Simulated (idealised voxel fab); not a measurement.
process module | voxel self aligned vias
cross-section cut | 215 nm wide | cells 5 nm
A cross-section is a grid of square cells, given in bands from the top down. A band is one or more rows of cells.
Each band's line starts with the height of the band's top and of its bottom, in nm. Then come its materials from left to right, each with its width in nm. One material with "throughout" fills the band from edge to edge. "air" is empty space.
Height 0 is the level under which the wafer as received is all one material. The lowest band goes on downwards, as in "0 down".
A width such as "30 to 40" changes by the same amount from each row of cells to the next, from the band's top row to its bottom row.
"no change" after a step means that no cell of the cross-section changed.
closed voids: empty space of 8 cells or more with no open way to the top, each as width x height at its distance from the left edge, in nm
after a step's settings: what the simulator itself notes on the step
overlay nm, on a step with a mask: how far to the right of its planned place the mask lay; to the left if negative
plan
1 op RECEIVE | material Si
2 op CONFORMAL_DEP | material SiO2 | thk nm 10
3 op CONFORMAL_DEP | material SiCN | thk nm 5
4 op DIRECTIONAL_DEP | material lowk | thk nm 20
5 op DIRECTIONAL_DEP | material aC | thk nm 15
6 op PATTERN | tone open | mask id LINES | material resist | width nm 30 | pitch nm 75 | thk nm 35 | overlay nm 0
7 op DIRECTIONAL_ETCH | etch materials aC | depth nm 15
8 op STRIP | etch materials resist
9 op DIRECTIONAL_ETCH | etch materials lowk | depth nm 20
10 op STRIP | etch materials aC
11 op CONFORMAL_DEP | material TiN | thk nm 5
12 op FILL_DEP | material Ru | thk nm 10
13 op CMP | height nm 35
14 op SELECTIVE_ETCH | etch materials W Ru TiN | depth nm 5
15 op FILL_DEP | material SiN | thk nm 5
16 op CMP | height nm 35
17 op DIRECTIONAL_DEP | material lowk | thk nm 15
18 op DIRECTIONAL_DEP | material aC | thk nm 15
19 op PATTERN | tone open | mask id VIAS | material resist | width nm 50 | pitch nm 75 | thk nm 30 | overlay nm 0
20 op DIRECTIONAL_ETCH | etch materials aC | depth nm 15
21 op STRIP | etch materials resist
22 op DIRECTIONAL_ETCH | etch materials lowk | depth nm 15
23 op DIRECTIONAL_ETCH | etch materials SiN | depth nm 5
24 op STRIP | etch materials aC
25 op CONFORMAL_DEP | material TiN | thk nm 5
26 op FILL_DEP | material Ru | thk nm 5
27 op CMP | height nm 50
28 op CONFORMAL_DEP | material SiCN | thk nm 5
first wafer, as planned
as received, after step 1
  0 down: Si throughout
  closed voids: none
after step 2
  10 to 0: SiO2 throughout
  below 0: unchanged
after step 3
  15 to 10: SiCN throughout
  below 10: unchanged
after step 4
  35 to 15: lowk throughout
  below 15: unchanged
after step 5
  50 to 35: aC throughout
  below 35: unchanged
after step 6
  85 to 50: resist 55 | air 30 | resist 45 | air 30 | resist 55
  below 50: unchanged
after step 7
  70 to 50: resist 55 | air 30 | resist 45 | air 30 | resist 55
  50 to 35: aC 55 | air 30 | aC 45 | air 30 | aC 55
  below 35: unchanged
after step 8
  50 to 35: aC 55 | air 30 | aC 45 | air 30 | aC 55
  below 35: unchanged
after step 9
  50 to 35: aC 55 | air 30 | aC 45 | air 30 | aC 55
  35 to 15: lowk 55 | air 30 | lowk 45 | air 30 | lowk 55
  below 15: unchanged
after step 10
  35 to 15: lowk 55 | air 30 | lowk 45 | air 30 | lowk 55
  below 15: unchanged
after step 11
  40 to 35: TiN 60 | air 20 | TiN 55 | air 20 | TiN 60
  35 to 20: lowk 55 | TiN 5 | air 20 | TiN 5 | lowk 45 | TiN 5 | air 20 | TiN 5 | lowk 55
  20 to 15: lowk 55 | TiN 30 | lowk 45 | TiN 30 | lowk 55
  below 15: unchanged
after step 12
  50 to 40: Ru throughout
  40 to 35: TiN 60 | Ru 20 | TiN 55 | Ru 20 | TiN 60
  35 to 20: lowk 55 | TiN 5 | Ru 20 | TiN 5 | lowk 45 | TiN 5 | Ru 20 | TiN 5 | lowk 55
  below 20: unchanged
after step 13
  35 to 20: lowk 55 | TiN 5 | Ru 20 | TiN 5 | lowk 45 | TiN 5 | Ru 20 | TiN 5 | lowk 55
  below 20: unchanged
after step 14
  35 to 30: lowk 55 | air 30 | lowk 45 | air 30 | lowk 55
  below 30: unchanged
after step 15
  40 to 35: SiN throughout
  35 to 30: lowk 55 | SiN 30 | lowk 45 | SiN 30 | lowk 55
  below 30: unchanged
after step 16
  35 to 30: lowk 55 | SiN 30 | lowk 45 | SiN 30 | lowk 55
  below 30: unchanged
after step 17
  50 to 35: lowk throughout
  below 35: unchanged
after step 18
  65 to 50: aC throughout
  below 50: unchanged
after step 19
  95 to 65: resist 45 | air 50 | resist 25 | air 50 | resist 45
  below 65: unchanged
after step 20
  80 to 65: resist 45 | air 50 | resist 25 | air 50 | resist 45
  65 to 50: aC 45 | air 50 | aC 25 | air 50 | aC 45
  below 50: unchanged
after step 21
  65 to 50: aC 45 | air 50 | aC 25 | air 50 | aC 45
  below 50: unchanged
after step 22
  65 to 50: aC 45 | air 50 | aC 25 | air 50 | aC 45
  50 to 35: lowk 45 | air 50 | lowk 25 | air 50 | lowk 45
  below 35: unchanged
after step 23
  65 to 50: aC 45 | air 50 | aC 25 | air 50 | aC 45
  50 to 35: lowk 45 | air 50 | lowk 25 | air 50 | lowk 45
  35 to 30: lowk 55 | air 30 | lowk 45 | air 30 | lowk 55
  below 30: unchanged
after step 24
  50 to 35: lowk 45 | air 50 | lowk 25 | air 50 | lowk 45
  below 35: unchanged
after step 25
  55 to 50: TiN 50 | air 40 | TiN 35 | air 40 | TiN 50
  50 to 40: lowk 45 | TiN 5 | air 40 | TiN 5 | lowk 25 | TiN 5 | air 40 | TiN 5 | lowk 45
  40 to 35: lowk 45 | TiN 15 | air 20 | TiN 15 | lowk 25 | TiN 15 | air 20 | TiN 15 | lowk 45
  35 to 30: lowk 55 | TiN 30 | lowk 45 | TiN 30 | lowk 55
  below 30: unchanged
after step 26
  60 to 55: Ru throughout
  55 to 50: TiN 50 | Ru 40 | TiN 35 | Ru 40 | TiN 50
  50 to 40: lowk 45 | TiN 5 | Ru 40 | TiN 5 | lowk 25 | TiN 5 | Ru 40 | TiN 5 | lowk 45
  40 to 35: lowk 45 | TiN 15 | Ru 20 | TiN 15 | lowk 25 | TiN 15 | Ru 20 | TiN 15 | lowk 45
  below 35: unchanged
after step 27
  50 to 40: lowk 45 | TiN 5 | Ru 40 | TiN 5 | lowk 25 | TiN 5 | Ru 40 | TiN 5 | lowk 45
  below 40: unchanged
after step 28
  55 to 50: SiCN throughout
  below 50: unchanged
second wafer: like start, like plan, one mistake. Through step 2 it matches the first wafer
when step 3 should have ended: no change
when step 4 should have ended
  30 to 10: lowk throughout
  below 10: unchanged
when step 5 should have ended
  45 to 30: aC throughout
  below 30: unchanged
when step 6 should have ended
  80 to 45: resist 55 | air 30 | resist 45 | air 30 | resist 55
  below 45: unchanged
when step 7 should have ended
  65 to 45: resist 55 | air 30 | resist 45 | air 30 | resist 55
  45 to 30: aC 55 | air 30 | aC 45 | air 30 | aC 55
  below 30: unchanged
when step 8 should have ended
  45 to 30: aC 55 | air 30 | aC 45 | air 30 | aC 55
  below 30: unchanged
when step 9 should have ended
  45 to 30: aC 55 | air 30 | aC 45 | air 30 | aC 55
  30 to 10: lowk 55 | air 30 | lowk 45 | air 30 | lowk 55
  below 10: unchanged
when step 10 should have ended
  30 to 10: lowk 55 | air 30 | lowk 45 | air 30 | lowk 55
  below 10: unchanged
when step 11 should have ended
  35 to 30: TiN 60 | air 20 | TiN 55 | air 20 | TiN 60
  30 to 15: lowk 55 | TiN 5 | air 20 | TiN 5 | lowk 45 | TiN 5 | air 20 | TiN 5 | lowk 55
  15 to 10: lowk 55 | TiN 30 | lowk 45 | TiN 30 | lowk 55
  below 10: unchanged
when step 12 should have ended
  45 to 35: Ru throughout
  35 to 30: TiN 60 | Ru 20 | TiN 55 | Ru 20 | TiN 60
  30 to 15: lowk 55 | TiN 5 | Ru 20 | TiN 5 | lowk 45 | TiN 5 | Ru 20 | TiN 5 | lowk 55
  below 15: unchanged
when step 13 should have ended
  35 to 30: TiN 60 | Ru 20 | TiN 55 | Ru 20 | TiN 60
  below 30: unchanged
when step 14 should have ended
  30 to 15: lowk 55 | TiN 5 | Ru 20 | TiN 5 | lowk 45 | TiN 5 | Ru 20 | TiN 5 | lowk 55
  below 15: unchanged
when step 15 should have ended
  35 to 30: SiN throughout
  below 30: unchanged
when step 16 should have ended: no change
when step 17 should have ended
  50 to 35: lowk throughout
  below 35: unchanged
when step 18 should have ended
  65 to 50: aC throughout
  below 50: unchanged
when step 19 should have ended
  95 to 65: resist 45 | air 50 | resist 25 | air 50 | resist 45
  below 65: unchanged
when step 20 should have ended
  80 to 65: resist 45 | air 50 | resist 25 | air 50 | resist 45
  65 to 50: aC 45 | air 50 | aC 25 | air 50 | aC 45
  below 50: unchanged
when step 21 should have ended
  65 to 50: aC 45 | air 50 | aC 25 | air 50 | aC 45
  below 50: unchanged
when step 22 should have ended
  65 to 50: aC 45 | air 50 | aC 25 | air 50 | aC 45
  50 to 35: lowk 45 | air 50 | lowk 25 | air 50 | lowk 45
  below 35: unchanged
when step 23 should have ended
  65 to 50: aC 45 | air 50 | aC 25 | air 50 | aC 45
  50 to 35: lowk 45 | air 50 | lowk 25 | air 50 | lowk 45
  35 to 30: SiN 45 | air 50 | SiN 25 | air 50 | SiN 45
  below 30: unchanged
when step 24 should have ended
  50 to 35: lowk 45 | air 50 | lowk 25 | air 50 | lowk 45
  below 35: unchanged
when step 25 should have ended
  55 to 50: TiN 50 | air 40 | TiN 35 | air 40 | TiN 50
  50 to 35: lowk 45 | TiN 5 | air 40 | TiN 5 | lowk 25 | TiN 5 | air 40 | TiN 5 | lowk 45
  35 to 30: SiN 45 | TiN 50 | SiN 25 | TiN 50 | SiN 45
  below 30: unchanged
when step 26 should have ended
  60 to 55: Ru throughout
  55 to 50: TiN 50 | Ru 40 | TiN 35 | Ru 40 | TiN 50
  50 to 35: lowk 45 | TiN 5 | Ru 40 | TiN 5 | lowk 25 | TiN 5 | Ru 40 | TiN 5 | lowk 45
  below 35: unchanged
when step 27 should have ended
  50 to 35: lowk 45 | TiN 5 | Ru 40 | TiN 5 | lowk 25 | TiN 5 | Ru 40 | TiN 5 | lowk 45
  below 35: unchanged
when step 28 should have ended
  55 to 50: SiCN throughout
  below 50: unchanged
what went wrong: step 3 was left out
at the end the second wafer has, in cells: 16 more of Ru | 43 fewer of SiCN | 23 more of SiN | 4 more of TiN
